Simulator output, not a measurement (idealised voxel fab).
process module | voxel transistor to metal
cross-section cut | 180 nm wide | cells 5 nm
A cross-section is a grid of square cells, given in bands from the top down. A band is one or more rows of cells.
Each band's line starts with the height of the band's top and of its bottom, in nm. Then come its materials from left to right, each with its width in nm. One material with "throughout" fills the band from edge to edge. "air" is empty space.
Height 0 is the level under which the wafer as received is all one material. The lowest band goes on downwards, as in "0 down".
A width such as "30 to 40" changes by the same amount from each row of cells to the next, from the band's top row to its bottom row.
"no change" after a step means that no cell of the cross-section changed.
closed voids: empty space of 8 cells or more with no open way to the top, each as width x height at its distance from the left edge, in nm
after a step's settings: what the simulator itself notes on the step
overlay nm, on a step with a mask: how far to the right of its planned place the mask lay; to the left if negative
plan
1 op RECEIVE | material Si
2 op OXIDIZE | depth nm 5
3 op CONFORMAL_DEP | material SiN | thk nm 15
4 op DIRECTIONAL_DEP | material aC | thk nm 10
5 op PATTERN | tone cover | mask id ACTIVE | material resist | width nm 100 | thk nm 25 | overlay nm 0
6 op DIRECTIONAL_ETCH | etch materials aC | depth nm 10
7 op STRIP | etch materials resist
8 op DIRECTIONAL_ETCH | etch materials SiN | depth nm 15
9 op DIRECTIONAL_ETCH | etch materials SiO2 | depth nm 5
10 op DIRECTIONAL_ETCH | etch materials Si | depth nm 30
11 op STRIP | etch materials aC
12 op FILL_DEP | material SiO2 | thk nm 5
13 op CMP | height nm 15
14 op SELECTIVE_ETCH | etch materials SiO2 | depth nm 15
15 op STRIP | etch materials SiN
16 op SELECTIVE_ETCH | etch materials SiO2 | depth nm 5
17 op OXIDIZE | depth nm 5
18 op DIRECTIONAL_DEP | material polySi | thk nm 30
19 op DIRECTIONAL_DEP | material SiCN | thk nm 15
20 op PATTERN | tone cover | mask id GATE | material resist | width nm 20 | thk nm 20 | overlay nm 0
21 op DIRECTIONAL_ETCH | etch materials SiCN | depth nm 25
22 op DIRECTIONAL_ETCH | etch materials polySi | depth nm 40
23 op STRIP | etch materials resist
24 op CONFORMAL_DEP | material SiO2 | thk nm 5
25 op DIRECTIONAL_ETCH | etch materials SiO2 | depth nm 5
26 op CONFORMAL_DEP | material SiN | thk nm 10
27 op DIRECTIONAL_ETCH | etch materials SiN | depth nm 10
28 op DIRECTIONAL_ETCH | etch materials SiO2 | depth nm 5
29 op EPI | material SiGe | thk nm 5
30 op FILL_DEP | material SiO2 | thk nm 10
31 op CMP | height nm 40
32 op DIRECTIONAL_DEP | material SiO2 | thk nm 15
33 op MASKED_ETCH | tone open | mask id CONTACT | width nm 30 | pitch nm 60 | etch materials SiO2 | depth nm 60 | overlay nm 0
34 op CONFORMAL_DEP | material TiN | thk nm 5
35 op FILL_DEP | material W | thk nm 10
36 op CMP | height nm 55
37 op CONFORMAL_DEP | material SiCN | thk nm 5
38 op DIRECTIONAL_DEP | material lowk | thk nm 20
39 op MASKED_ETCH | tone open | mask id METAL_1 | width nm 15 | pitch nm 75 | etch materials lowk | depth nm 20 | overlay nm 0
40 op MASKED_ETCH | tone open | mask id METAL_1 | width nm 15 | pitch nm 75 | etch materials SiCN | depth nm 5 | overlay nm 0
41 op CONFORMAL_DEP | material TiN | thk nm 5
42 op FILL_DEP | material Cu | thk nm 5
43 op CMP | height nm 80
44 op EPI | material Ru | thk nm 5
45 op FILL_DEP | material SiCN | thk nm 5
46 op DIRECTIONAL_DEP | material lowk | thk nm 30
47 op MASKED_ETCH | tone open | mask id METAL_2 | width nm 15 | pitch nm 75 | etch materials lowk | depth nm 15 | overlay nm 0
48 op PATTERN | tone open | mask id METAL_2_HOLES | material resist | width nm 15 | pitch nm 75 | thk nm 20 | overlay nm 0
49 op DIRECTIONAL_ETCH | etch materials lowk | depth nm 15
50 op DIRECTIONAL_ETCH | etch materials SiCN | depth nm 5
51 op STRIP | etch materials resist
52 op CONFORMAL_DEP | material TiN | thk nm 5
53 op FILL_DEP | material Cu | thk nm 10
54 op CMP | height nm 120
55 op CONFORMAL_DEP | material SiCN | thk nm 5
first wafer, as planned
as received, after step 1
  0 down: Si throughout
  closed voids: none
after step 2
  0 to -5: SiO2 throughout
  below -5: unchanged
after step 3
  15 to 0: SiN throughout
  below 0: unchanged
after step 4
  25 to 15: aC throughout
  below 15: unchanged
after step 5
  50 to 25: air 40 | resist 100 | air 40
  below 25: unchanged
after step 6
  40 to 25: air 40 | resist 100 | air 40
  25 to 15: air 40 | aC 100 | air 40
  below 15: unchanged
after step 7
  25 to 15: air 40 | aC 100 | air 40
  below 15: unchanged
after step 8
  25 to 15: air 40 | aC 100 | air 40
  15 to 0: air 40 | SiN 100 | air 40
  below 0: unchanged
after step 9
  25 to 15: air 40 | aC 100 | air 40
  15 to 0: air 40 | SiN 100 | air 40
  0 to -5: air 40 | SiO2 100 | air 40
  below -5: unchanged
after step 10
  25 to 15: air 40 | aC 100 | air 40
  15 to 0: air 40 | SiN 100 | air 40
  0 to -5: air 40 | SiO2 100 | air 40
  -5 to -35: air 40 | Si 100 | air 40
  below -35: unchanged
after step 11
  15 to 0: air 40 | SiN 100 | air 40
  below 0: unchanged
after step 12
  20 to 15: SiO2 throughout
  15 to 0: SiO2 40 | SiN 100 | SiO2 40
  0 to -5: SiO2 throughout
  -5 to -35: SiO2 40 | Si 100 | SiO2 40
  below -35: unchanged
after step 13
  15 to 0: SiO2 40 | SiN 100 | SiO2 40
  below 0: unchanged
after step 14
  15 to 0: air 40 | SiN 100 | air 40
  below 0: unchanged
after step 15
  0 to -5: SiO2 throughout
  below -5: unchanged
after step 16
  -5 to -35: SiO2 40 | Si 100 | SiO2 40
  below -35: unchanged
after step 17
  -5 to -10: SiO2 throughout
  below -10: unchanged
after step 18
  25 to -5: polySi throughout
  below -5: unchanged
after step 19
  40 to 25: SiCN throughout
  below 25: unchanged
after step 20
  60 to 40: air 80 | resist 20 | air 80
  below 40: unchanged
after step 21
  60 to 40: air 80 | resist 20 | air 80
  40 to 25: air 80 | SiCN 20 | air 80
  below 25: unchanged
after step 22
  60 to 40: air 80 | resist 20 | air 80
  40 to 25: air 80 | SiCN 20 | air 80
  25 to -5: air 80 | polySi 20 | air 80
  below -5: unchanged
after step 23
  40 to 25: air 80 | SiCN 20 | air 80
  below 25: unchanged
after step 24
  45 to 40: air 75 | SiO2 30 | air 75
  40 to 25: air 75 | SiO2 5 | SiCN 20 | SiO2 5 | air 75
  25 to 0: air 75 | SiO2 5 | polySi 20 | SiO2 5 | air 75
  0 to -5: SiO2 80 | polySi 20 | SiO2 80
  below -5: unchanged
after step 25
  40 to 25: air 75 | SiO2 5 | SiCN 20 | SiO2 5 | air 75
  25 to -5: air 75 | SiO2 5 | polySi 20 | SiO2 5 | air 75
  below -5: unchanged
after step 26
  50 to 40: air 65 | SiN 50 | air 65
  40 to 25: air 65 | SiN 10 | SiO2 5 | SiCN 20 | SiO2 5 | SiN 10 | air 65
  25 to 5: air 65 | SiN 10 | SiO2 5 | polySi 20 | SiO2 5 | SiN 10 | air 65
  5 to -5: SiN 75 | SiO2 5 | polySi 20 | SiO2 5 | SiN 75
  below -5: unchanged
after step 27
  40 to 25: air 65 | SiN 10 | SiO2 5 | SiCN 20 | SiO2 5 | SiN 10 | air 65
  25 to -5: air 65 | SiN 10 | SiO2 5 | polySi 20 | SiO2 5 | SiN 10 | air 65
  below -5: unchanged
after step 28
  40 to 35: air 65 | SiN 10 | air 5 | SiCN 20 | air 5 | SiN 10 | air 65
  35 to 25: air 65 | SiN 10 | SiO2 5 | SiCN 20 | SiO2 5 | SiN 10 | air 65
  25 to -5: air 65 | SiN 10 | SiO2 5 | polySi 20 | SiO2 5 | SiN 10 | air 65
  -5 to -10: air 65 | SiO2 50 | air 65
  below -10: unchanged
after step 29
  40 to 35: air 65 | SiN 10 | air 5 | SiCN 20 | air 5 | SiN 10 | air 65
  35 to 25: air 65 | SiN 10 | SiO2 5 | SiCN 20 | SiO2 5 | SiN 10 | air 65
  25 to -5: air 65 | SiN 10 | SiO2 5 | polySi 20 | SiO2 5 | SiN 10 | air 65
  -5 to -10: air 35 | SiGe 30 | SiO2 50 | SiGe 30 | air 35
  below -10: unchanged
after step 30
  50 to 40: SiO2 throughout
  40 to 25: SiO2 65 | SiN 10 | SiO2 5 | SiCN 20 | SiO2 5 | SiN 10 | SiO2 65
  25 to -5: SiO2 65 | SiN 10 | SiO2 5 | polySi 20 | SiO2 5 | SiN 10 | SiO2 65
  -5 to -10: SiO2 35 | SiGe 30 | SiO2 50 | SiGe 30 | SiO2 35
  below -10: unchanged
after step 31
  40 to 25: SiO2 65 | SiN 10 | SiO2 5 | SiCN 20 | SiO2 5 | SiN 10 | SiO2 65
  below 25: unchanged
after step 32
  55 to 40: SiO2 throughout
  below 40: unchanged
after step 33
  55 to 40: SiO2 45 | air 30 | SiO2 30 | air 30 | SiO2 45
  40 to 25: SiO2 45 | air 20 | SiN 10 | SiO2 5 | SiCN 20 | SiO2 5 | SiN 10 | air 20 | SiO2 45
  25 to -5: SiO2 45 | air 20 | SiN 10 | SiO2 5 | polySi 20 | SiO2 5 | SiN 10 | air 20 | SiO2 45
  below -5: unchanged
after step 34
  60 to 55: TiN 50 | air 20 | TiN 40 | air 20 | TiN 50
  55 to 45: SiO2 45 | TiN 5 | air 20 | TiN 5 | SiO2 30 | TiN 5 | air 20 | TiN 5 | SiO2 45
  45 to 40: SiO2 45 | TiN 5 | air 10 | TiN 15 | SiO2 30 | TiN 15 | air 10 | TiN 5 | SiO2 45
  40 to 25: SiO2 45 | TiN 5 | air 10 | TiN 5 | SiN 10 | SiO2 5 | SiCN 20 | SiO2 5 | SiN 10 | TiN 5 | air 10 | TiN 5 | SiO2 45
  25 to 0: SiO2 45 | TiN 5 | air 10 | TiN 5 | SiN 10 | SiO2 5 | polySi 20 | SiO2 5 | SiN 10 | TiN 5 | air 10 | TiN 5 | SiO2 45
  0 to -5: SiO2 45 | TiN 20 | SiN 10 | SiO2 5 | polySi 20 | SiO2 5 | SiN 10 | TiN 20 | SiO2 45
  below -5: unchanged
after step 35
  70 to 60: W throughout
  60 to 55: TiN 50 | W 20 | TiN 40 | W 20 | TiN 50
  55 to 45: SiO2 45 | TiN 5 | W 20 | TiN 5 | SiO2 30 | TiN 5 | W 20 | TiN 5 | SiO2 45
  45 to 40: SiO2 45 | TiN 5 | W 10 | TiN 15 | SiO2 30 | TiN 15 | W 10 | TiN 5 | SiO2 45
  40 to 25: SiO2 45 | TiN 5 | W 10 | TiN 5 | SiN 10 | SiO2 5 | SiCN 20 | SiO2 5 | SiN 10 | TiN 5 | W 10 | TiN 5 | SiO2 45
  25 to 0: SiO2 45 | TiN 5 | W 10 | TiN 5 | SiN 10 | SiO2 5 | polySi 20 | SiO2 5 | SiN 10 | TiN 5 | W 10 | TiN 5 | SiO2 45
  below 0: unchanged
after step 36
  55 to 45: SiO2 45 | TiN 5 | W 20 | TiN 5 | SiO2 30 | TiN 5 | W 20 | TiN 5 | SiO2 45
  below 45: unchanged
after step 37
  60 to 55: SiCN throughout
  below 55: unchanged
after step 38
  80 to 60: lowk throughout
  below 60: unchanged
after step 39
  80 to 60: lowk 45 | air 15 | lowk 60 | air 15 | lowk 45
  below 60: unchanged
after step 40
  80 to 60: lowk 45 | air 15 | lowk 60 | air 15 | lowk 45
  60 to 55: SiCN 45 | air 15 | SiCN 60 | air 15 | SiCN 45
  below 55: unchanged
after step 41
  85 to 80: TiN 50 | air 5 | TiN 70 | air 5 | TiN 50
  80 to 60: lowk 45 | TiN 5 | air 5 | TiN 5 | lowk 60 | TiN 5 | air 5 | TiN 5 | lowk 45
  60 to 55: SiCN 45 | TiN 15 | SiCN 60 | TiN 15 | SiCN 45
  below 55: unchanged
after step 42
  90 to 85: Cu throughout
  85 to 80: TiN 50 | Cu 5 | TiN 70 | Cu 5 | TiN 50
  80 to 60: lowk 45 | TiN 5 | Cu 5 | TiN 5 | lowk 60 | TiN 5 | Cu 5 | TiN 5 | lowk 45
  below 60: unchanged
after step 43
  80 to 60: lowk 45 | TiN 5 | Cu 5 | TiN 5 | lowk 60 | TiN 5 | Cu 5 | TiN 5 | lowk 45
  below 60: unchanged
after step 44
  85 to 80: air 40 | Ru 25 | air 50 | Ru 25 | air 40
  below 80: unchanged
after step 45
  90 to 85: SiCN throughout
  85 to 80: SiCN 40 | Ru 25 | SiCN 50 | Ru 25 | SiCN 40
  below 80: unchanged
after step 46
  120 to 90: lowk throughout
  below 90: unchanged
after step 47
  120 to 105: lowk 45 | air 15 | lowk 60 | air 15 | lowk 45
  below 105: unchanged
after step 48
  140 to 120: resist 45 | air 15 | resist 60 | air 15 | resist 45
  below 120: unchanged
after step 49
  140 to 120: resist 45 | air 15 | resist 60 | air 15 | resist 45
  120 to 90: lowk 45 | air 15 | lowk 60 | air 15 | lowk 45
  below 90: unchanged
after step 50
  140 to 120: resist 45 | air 15 | resist 60 | air 15 | resist 45
  120 to 90: lowk 45 | air 15 | lowk 60 | air 15 | lowk 45
  90 to 85: SiCN 45 | air 15 | SiCN 60 | air 15 | SiCN 45
  below 85: unchanged
after step 51
  120 to 90: lowk 45 | air 15 | lowk 60 | air 15 | lowk 45
  below 90: unchanged
after step 52
  125 to 120: TiN 50 | air 5 | TiN 70 | air 5 | TiN 50
  120 to 90: lowk 45 | TiN 5 | air 5 | TiN 5 | lowk 60 | TiN 5 | air 5 | TiN 5 | lowk 45
  90 to 85: SiCN 45 | TiN 15 | SiCN 60 | TiN 15 | SiCN 45
  below 85: unchanged
after step 53
  135 to 125: Cu throughout
  125 to 120: TiN 50 | Cu 5 | TiN 70 | Cu 5 | TiN 50
  120 to 90: lowk 45 | TiN 5 | Cu 5 | TiN 5 | lowk 60 | TiN 5 | Cu 5 | TiN 5 | lowk 45
  below 90: unchanged
after step 54
  120 to 90: lowk 45 | TiN 5 | Cu 5 | TiN 5 | lowk 60 | TiN 5 | Cu 5 | TiN 5 | lowk 45
  below 90: unchanged
after step 55
  125 to 120: SiCN throughout
  below 120: unchanged
second wafer: like start, like plan, one mistake. Through step 38 it matches the first wafer
when step 39 should have ended
  80 to 60: air 45 | lowk 15 | air 60 | lowk 15 | air 45
  below 60: unchanged
when step 40 should have ended: no change
when step 41 should have ended
  85 to 80: air 40 | TiN 25 | air 50 | TiN 25 | air 40
  80 to 65: air 40 | TiN 5 | lowk 15 | TiN 5 | air 50 | TiN 5 | lowk 15 | TiN 5 | air 40
  65 to 60: TiN 45 | lowk 15 | TiN 60 | lowk 15 | TiN 45
  below 60: unchanged
when step 42 should have ended
  90 to 85: Cu throughout
  85 to 80: Cu 40 | TiN 25 | Cu 50 | TiN 25 | Cu 40
  80 to 65: Cu 40 | TiN 5 | lowk 15 | TiN 5 | Cu 50 | TiN 5 | lowk 15 | TiN 5 | Cu 40
  below 65: unchanged
when step 43 should have ended
  80 to 65: Cu 40 | TiN 5 | lowk 15 | TiN 5 | Cu 50 | TiN 5 | lowk 15 | TiN 5 | Cu 40
  below 65: unchanged
when step 44 should have ended
  85 to 80: Ru 50 | air 5 | Ru 70 | air 5 | Ru 50
  below 80: unchanged
when step 45 should have ended
  90 to 85: SiCN throughout
  85 to 80: Ru 50 | SiCN 5 | Ru 70 | SiCN 5 | Ru 50
  below 80: unchanged
when step 46 should have ended
  120 to 90: lowk throughout
  below 90: unchanged
when step 47 should have ended
  120 to 105: lowk 45 | air 15 | lowk 60 | air 15 | lowk 45
  below 105: unchanged
when step 48 should have ended
  140 to 120: resist 45 | air 15 | resist 60 | air 15 | resist 45
  below 120: unchanged
when step 49 should have ended
  140 to 120: resist 45 | air 15 | resist 60 | air 15 | resist 45
  120 to 90: lowk 45 | air 15 | lowk 60 | air 15 | lowk 45
  below 90: unchanged
when step 50 should have ended
  140 to 120: resist 45 | air 15 | resist 60 | air 15 | resist 45
  120 to 90: lowk 45 | air 15 | lowk 60 | air 15 | lowk 45
  90 to 85: SiCN 45 | air 15 | SiCN 60 | air 15 | SiCN 45
  below 85: unchanged
when step 51 should have ended
  120 to 90: lowk 45 | air 15 | lowk 60 | air 15 | lowk 45
  below 90: unchanged
when step 52 should have ended
  125 to 120: TiN 50 | air 5 | TiN 70 | air 5 | TiN 50
  120 to 90: lowk 45 | TiN 5 | air 5 | TiN 5 | lowk 60 | TiN 5 | air 5 | TiN 5 | lowk 45
  90 to 85: SiCN 45 | TiN 15 | SiCN 60 | TiN 15 | SiCN 45
  below 85: unchanged
when step 53 should have ended
  135 to 125: Cu throughout
  125 to 120: TiN 50 | Cu 5 | TiN 70 | Cu 5 | TiN 50
  120 to 90: lowk 45 | TiN 5 | Cu 5 | TiN 5 | lowk 60 | TiN 5 | Cu 5 | TiN 5 | lowk 45
  below 90: unchanged
when step 54 should have ended
  120 to 90: lowk 45 | TiN 5 | Cu 5 | TiN 5 | lowk 60 | TiN 5 | Cu 5 | TiN 5 | lowk 45
  below 90: unchanged
when step 55 should have ended
  125 to 120: SiCN throughout
  below 120: unchanged
what went wrong: step 39 ran as: op MASKED_ETCH | tone cover | mask id METAL_1 | width nm 15 | pitch nm 75 | etch materials lowk | depth nm 20 | overlay nm 0
at the end the second wafer has, in cells: 70 more of Cu | 24 more of Ru | 18 fewer of SiCN | 20 more of TiN | 96 fewer of lowk
